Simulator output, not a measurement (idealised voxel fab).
Presented below is a process module, voxel capacitor over wiring.
The figure presents cross-section cut, which has a width of 240 nm and is divided into square cells with an edge length of 5 nm.
Cross-sections here: square-cell grids, written as top-down lists of bands, a band being one or more rows of cells.
Read a band's entry like this: the first values are the height of its top and the height of its bottom in nm, and what follows is the sequence of materials from left to right, each with its width in nm. Note that "empty" is empty space, and that a single material marked "all across" reaches across the band from edge to edge.
The reference from which all heights are counted is 0, the level beneath which the as-received wafer is entirely one material; the lowest band, having no lower bound, proceeds downward and is written after the example "top 0, no bottom".
The expression "30->40" gives the width at the extremes of the band, the first number at its top row of cells and the second at its bottom row, with the width changing by equal amounts from each row to the next in between.
The cross-section has no changed cell in any step marked "stayed the same".
Basically, "Trapped void list" tells you about the enclosed voids: empty spaces with no open way to the top, 8 cells or bigger, each written width x height at distance, where distance is from the left edge, all in nm.
The remark found on a step's line after its settings is issued by the simulator itself and pertains to that step.
What "overlay nm" on a step's line means: if the step has a mask, that mask lay this far to the right of its planned place, or, when the value is negative, to the left.

[Below is the list of planned process steps]
1: op RECEIVE | material Si
2: op CONFORMAL_DEP | material SiO2 | thk nm 15
3: op CONFORMAL_DEP | material SiN | thk nm 5
4: op DIRECTIONAL_DEP | material SiO2 | thk nm 15
5: op MASKED_ETCH | tone open | mask id METAL_1 | width nm 20 | pitch nm 70 | etch materials SiO2 | depth nm 15 | overlay nm 0
6: op MASKED_ETCH | tone open | mask id METAL_1 | width nm 20 | pitch nm 70 | etch materials SiN | depth nm 5 | overlay nm 0
7: op CONFORMAL_DEP | material TiN | thk nm 5
8: op FILL_DEP | material W | thk nm 5
9: op CMP | height nm 35
10: op CONFORMAL_DEP | material SiCN | thk nm 5
11: op DIRECTIONAL_DEP | material SiO2 | thk nm 10
12: op PATTERN | tone open | mask id PLUG_1 | material resist | width nm 15 | thk nm 20 | overlay nm 0
13: op DIRECTIONAL_ETCH | etch materials SiO2 | depth nm 10
14: op DIRECTIONAL_ETCH | etch materials SiCN | depth nm 5
15: op STRIP | etch materials resist
16: op CONFORMAL_DEP | material TiN | thk nm 5
17: op FILL_DEP | material Cu | thk nm 5
18: op CMP | height nm 50
19: op DIRECTIONAL_DEP | material TiN | thk nm 5
20: op DIRECTIONAL_DEP | material Al2O3 | thk nm 5
21: op DIRECTIONAL_DEP | material TiN | thk nm 5
22: op MASKED_ETCH | tone cover | mask id UPPER_PLATE | width nm 55 | etch materials TiN | depth nm 5 | overlay nm 0
23: op MASKED_ETCH | tone cover | mask id UPPER_PLATE | width nm 55 | etch materials Al2O3 | depth nm 5 | overlay nm 0
24: op DIRECTIONAL_DEP | material aC | thk nm 15
25: op PATTERN | tone cover | mask id LOWER_PLATE | material resist | width nm 65 | thk nm 35 | overlay nm 0
26: op DIRECTIONAL_ETCH | etch materials aC | depth nm 15
27: op STRIP | etch materials resist
28: op DIRECTIONAL_ETCH | etch materials TiN | depth nm 5
29: op STRIP | etch materials aC
30: op FILL_DEP | material SiO2 | thk nm 20
31: op CMP | height nm 80
32: op MASKED_ETCH | tone open | mask id PLUG_2 | width nm 15 | etch materials SiO2 | depth nm 15 | overlay nm 0
33: op CONFORMAL_DEP | material TiN | thk nm 5
34: op FILL_DEP | material Cu | thk nm 5
35: op CMP | height nm 80
36: op CONFORMAL_DEP | material SiN | thk nm 5

[First wafer out of two, processed as planned]

[Cross-sectional view of the wafer in its as-received condition, corresponding to the state after step 1]
- top 0, no bottom | Si all across
- Trapped void list: none

[Wafer xsec, post step 2]
- top 15, bottom 0 | SiO2 all across
- At heights below 0, the structure remains unaltered.

[Wafer xsec, post step 3]
- top 20, bottom 15 | SiN all across
- At heights below 15, the structure remains unaltered.

[Wafer xsec, post step 4]
- top 35, bottom 20 | SiO2 all across
- At heights below 20, the structure remains unaltered.

[Wafer xsec, post step 5]
- top 35, bottom 20 | SiO2: 75, empty: 20, SiO2: 50, empty: 20, SiO2: 75
- At heights below 20, the structure remains unaltered.

[Wafer xsec, post step 6]
- top 35, bottom 20 | SiO2: 75, empty: 20, SiO2: 50, empty: 20, SiO2: 75
- top 20, bottom 15 | SiN: 75, empty: 20, SiN: 50, empty: 20, SiN: 75
- At heights below 15, the structure remains unaltered.

[Wafer xsec, post step 7]
- top 40, bottom 35 | TiN: 80, empty: 10, TiN: 60, empty: 10, TiN: 80
- top 35, bottom 20 | SiO2: 75, TiN: 5, empty: 10, TiN: 5, SiO2: 50, TiN: 5, empty: 10, TiN: 5, SiO2: 75
- top 20, bottom 15 | SiN: 75, TiN: 20, SiN: 50, TiN: 20, SiN: 75
- At heights below 15, the structure remains unaltered.

[Wafer xsec, post step 8]
- top 45, bottom 40 | W all across
- top 40, bottom 35 | TiN: 80, W: 10, TiN: 60, W: 10, TiN: 80
- top 35, bottom 20 | SiO2: 75, TiN: 5, W: 10, TiN: 5, SiO2: 50, TiN: 5, W: 10, TiN: 5, SiO2: 75
- At heights below 20, the structure remains unaltered.

[Wafer xsec, post step 9]
- top 35, bottom 20 | SiO2: 75, TiN: 5, W: 10, TiN: 5, SiO2: 50, TiN: 5, W: 10, TiN: 5, SiO2: 75
- At heights below 20, the structure remains unaltered.

[Wafer xsec, post step 10]
- top 40, bottom 35 | SiCN all across
- At heights below 35, the structure remains unaltered.

[Wafer xsec, post step 11]
- top 50, bottom 40 | SiO2 all across
- At heights below 40, the structure remains unaltered.

[Wafer xsec, post step 12]
- top 70, bottom 50 | resist: 80, empty: 15, resist: 145
- At heights below 50, the structure remains unaltered.

[Wafer xsec, post step 13]
- top 70, bottom 50 | resist: 80, empty: 15, resist: 145
- top 50, bottom 40 | SiO2: 80, empty: 15, SiO2: 145
- At heights below 40, the structure remains unaltered.

[Wafer xsec, post step 14]
- top 70, bottom 50 | resist: 80, empty: 15, resist: 145
- top 50, bottom 40 | SiO2: 80, empty: 15, SiO2: 145
- top 40, bottom 35 | SiCN: 80, empty: 15, SiCN: 145
- At heights below 35, the structure remains unaltered.

[Wafer xsec, post step 15]
- top 50, bottom 40 | SiO2: 80, empty: 15, SiO2: 145
- At heights below 40, the structure remains unaltered.

[Wafer xsec, post step 16]
- top 55, bottom 50 | TiN: 85, empty: 5, TiN: 150
- top 50, bottom 40 | SiO2: 80, TiN: 5, empty: 5, TiN: 5, SiO2: 145
- top 40, bottom 35 | SiCN: 80, TiN: 15, SiCN: 145
- At heights below 35, the structure remains unaltered.

[Wafer xsec, post step 17]
- top 60, bottom 55 | Cu all across
- top 55, bottom 50 | TiN: 85, Cu: 5, TiN: 150
- top 50, bottom 40 | SiO2: 80, TiN: 5, Cu: 5, TiN: 5, SiO2: 145
- At heights below 40, the structure remains unaltered.

[Wafer xsec, post step 18]
- top 50, bottom 40 | SiO2: 80, TiN: 5, Cu: 5, TiN: 5, SiO2: 145
- At heights below 40, the structure remains unaltered.

[Wafer xsec, post step 19]
- top 55, bottom 50 | TiN all across
- At heights below 50, the structure remains unaltered.

[Wafer xsec, post step 20]
- top 60, bottom 55 | Al2O3 all across
- At heights below 55, the structure remains unaltered.

[Wafer xsec, post step 21]
- top 65, bottom 60 | TiN all across
- At heights below 60, the structure remains unaltered.

[Wafer xsec, post step 22]
- top 65, bottom 60 | empty: 80, TiN: 55, empty: 105
- At heights below 60, the structure remains unaltered.

[Wafer xsec, post step 23]
- top 65, bottom 60 | empty: 80, TiN: 55, empty: 105
- top 60, bottom 55 | empty: 80, Al2O3: 55, empty: 105
- At heights below 55, the structure remains unaltered.

[Wafer xsec, post step 24]
- top 80, bottom 70 | empty: 80, aC: 55, empty: 105
- top 70, bottom 65 | aC all across
- top 65, bottom 60 | aC: 80, TiN: 55, aC: 105
- top 60, bottom 55 | aC: 80, Al2O3: 55, aC: 105
- At heights below 55, the structure remains unaltered.

[Wafer xsec, post step 25]
- top 115, bottom 80 | empty: 75, resist: 65, empty: 100
- top 80, bottom 70 | empty: 75, resist: 5, aC: 55, resist: 5, empty: 100
- At heights below 70, the structure remains unaltered.

[Wafer xsec, post step 26]
- top 100, bottom 80 | empty: 75, resist: 65, empty: 100
- top 80, bottom 70 | empty: 75, resist: 5, aC: 55, resist: 5, empty: 100
- top 70, bottom 65 | empty: 75, aC: 65, empty: 100
- top 65, bottom 60 | empty: 75, aC: 5, TiN: 55, aC: 5, empty: 100
- top 60, bottom 55 | empty: 75, aC: 5, Al2O3: 55, aC: 5, empty: 100
- At heights below 55, the structure remains unaltered.

[Wafer xsec, post step 27]
- top 80, bottom 70 | empty: 80, aC: 55, empty: 105
- At heights below 70, the structure remains unaltered.

[Wafer xsec, post step 28]
- top 80, bottom 70 | empty: 80, aC: 55, empty: 105
- top 70, bottom 65 | empty: 75, aC: 65, empty: 100
- top 65, bottom 60 | empty: 75, aC: 5, TiN: 55, aC: 5, empty: 100
- top 60, bottom 55 | empty: 75, aC: 5, Al2O3: 55, aC: 5, empty: 100
- top 55, bottom 50 | empty: 75, TiN: 65, empty: 100
- At heights below 50, the structure remains unaltered.

[Wafer xsec, post step 29]
- top 65, bottom 60 | empty: 80, TiN: 55, empty: 105
- top 60, bottom 55 | empty: 80, Al2O3: 55, empty: 105
- At heights below 55, the structure remains unaltered.

[Wafer xsec, post step 30]
- top 85, bottom 65 | SiO2 all across
- top 65, bottom 60 | SiO2: 80, TiN: 55, SiO2: 105
- top 60, bottom 55 | SiO2: 80, Al2O3: 55, SiO2: 105
- top 55, bottom 50 | SiO2: 75, TiN: 65, SiO2: 100
- At heights below 50, the structure remains unaltered.

[Wafer xsec, post step 31]
- top 80, bottom 65 | SiO2 all across
- At heights below 65, the structure remains unaltered.

[Wafer xsec, post step 32]
- top 80, bottom 65 | SiO2: 90, empty: 15, SiO2: 135
- At heights below 65, the structure remains unaltered.

[Wafer xsec, post step 33]
- top 85, bottom 80 | TiN: 95, empty: 5, TiN: 140
- top 80, bottom 70 | SiO2: 90, TiN: 5, empty: 5, TiN: 5, SiO2: 135
- top 70, bottom 60 | SiO2: 90->80, TiN: 15->55, SiO2: 135->105
- At heights below 60, the structure remains unaltered.

[Wafer xsec, post step 34]
- top 90, bottom 85 | Cu all across
- top 85, bottom 80 | TiN: 95, Cu: 5, TiN: 140
- top 80, bottom 70 | SiO2: 90, TiN: 5, Cu: 5, TiN: 5, SiO2: 135
- At heights below 70, the structure remains unaltered.

[Wafer xsec, post step 35]
- top 80, bottom 70 | SiO2: 90, TiN: 5, Cu: 5, TiN: 5, SiO2: 135
- At heights below 70, the structure remains unaltered.

[Wafer xsec, post step 36]
- top 85, bottom 80 | SiN all across
- At heights below 80, the structure remains unaltered.

[The remaining wafer, second of the two, started like the first and was run to the same plan, except that one mistake was made along the way; the two coincide through step 24, inclusive]

[Cross-section of the second wafer at the time by which step 25 should have been completed according to the plan]
- top 115, bottom 80 | resist: 75, empty: 65, resist: 100
- top 80, bottom 70 | resist: 75, empty: 5, aC: 55, empty: 5, resist: 100
- At heights below 70, the structure remains unaltered.

[Cross-section of the second wafer at the time by which step 26 should have been completed according to the plan]
- top 100, bottom 70 | resist: 75, empty: 65, resist: 100
- top 70, bottom 65 | aC: 75, empty: 65, aC: 100
- top 65, bottom 60 | aC: 75, empty: 5, TiN: 55, empty: 5, aC: 100
- top 60, bottom 55 | aC: 75, empty: 5, Al2O3: 55, empty: 5, aC: 100
- At heights below 55, the structure remains unaltered.

[Cross-section of the second wafer at the time by which step 27 should have been completed according to the plan]
- top 70, bottom 65 | aC: 75, empty: 65, aC: 100
- At heights below 65, the structure remains unaltered.

[Cross-section of the second wafer at the time by which step 28 should have been completed according to the plan]
- top 70, bottom 60 | aC: 75, empty: 65, aC: 100
- top 60, bottom 55 | aC: 75, empty: 5, Al2O3: 55, empty: 5, aC: 100
- top 55, bottom 50 | TiN: 75, empty: 5, TiN: 55, empty: 5, TiN: 100
- At heights below 50, the structure remains unaltered.

[Cross-section of the second wafer at the time by which step 29 should have been completed according to the plan]
- top 60, bottom 55 | empty: 80, Al2O3: 55, empty: 105
- At heights below 55, the structure remains unaltered.

[Cross-section of the second wafer at the time by which step 30 should have been completed according to the plan]
- top 80, bottom 60 | SiO2 all across
- top 60, bottom 55 | SiO2: 80, Al2O3: 55, SiO2: 105
- top 55, bottom 50 | TiN: 75, SiO2: 5, TiN: 55, SiO2: 5, TiN: 100
- At heights below 50, the structure remains unaltered.

Cross-section of the second wafer at the time by which step 31 should have been completed according to the plan: stayed the same

[Cross-section of the second wafer at the time by which step 32 should have been completed according to the plan]
- top 80, bottom 65 | SiO2: 90, empty: 15, SiO2: 135
- At heights below 65, the structure remains unaltered.

[Cross-section of the second wafer at the time by which step 33 should have been completed according to the plan]
- top 85, bottom 80 | TiN: 95, empty: 5, TiN: 140
- top 80, bottom 70 | SiO2: 90, TiN: 5, empty: 5, TiN: 5, SiO2: 135
- top 70, bottom 65 | SiO2: 90, TiN: 15, SiO2: 135
- At heights below 65, the structure remains unaltered.

[Cross-section of the second wafer at the time by which step 34 should have been completed according to the plan]
- top 90, bottom 85 | Cu all across
- top 85, bottom 80 | TiN: 95, Cu: 5, TiN: 140
- top 80, bottom 70 | SiO2: 90, TiN: 5, Cu: 5, TiN: 5, SiO2: 135
- At heights below 70, the structure remains unaltered.

[Cross-section of the second wafer at the time by which step 35 should have been completed according to the plan]
- top 80, bottom 70 | SiO2: 90, TiN: 5, Cu: 5, TiN: 5, SiO2: 135
- At heights below 70, the structure remains unaltered.

[Cross-section of the second wafer at the time by which step 36 should have been completed according to the plan]
- top 85, bottom 80 | SiN all across
- At heights below 80, the structure remains unaltered.
Misprocessing identified: for step 25, the planned setting was not used; the step was instead run as op PATTERN | tone open | mask id LOWER_PLATE | material resist | width nm 65 | thk nm 35 | overlay nm 0
The second wafer ends with more or fewer cells of some materials than the first, per final count: -22 SiO2; +22 TiN
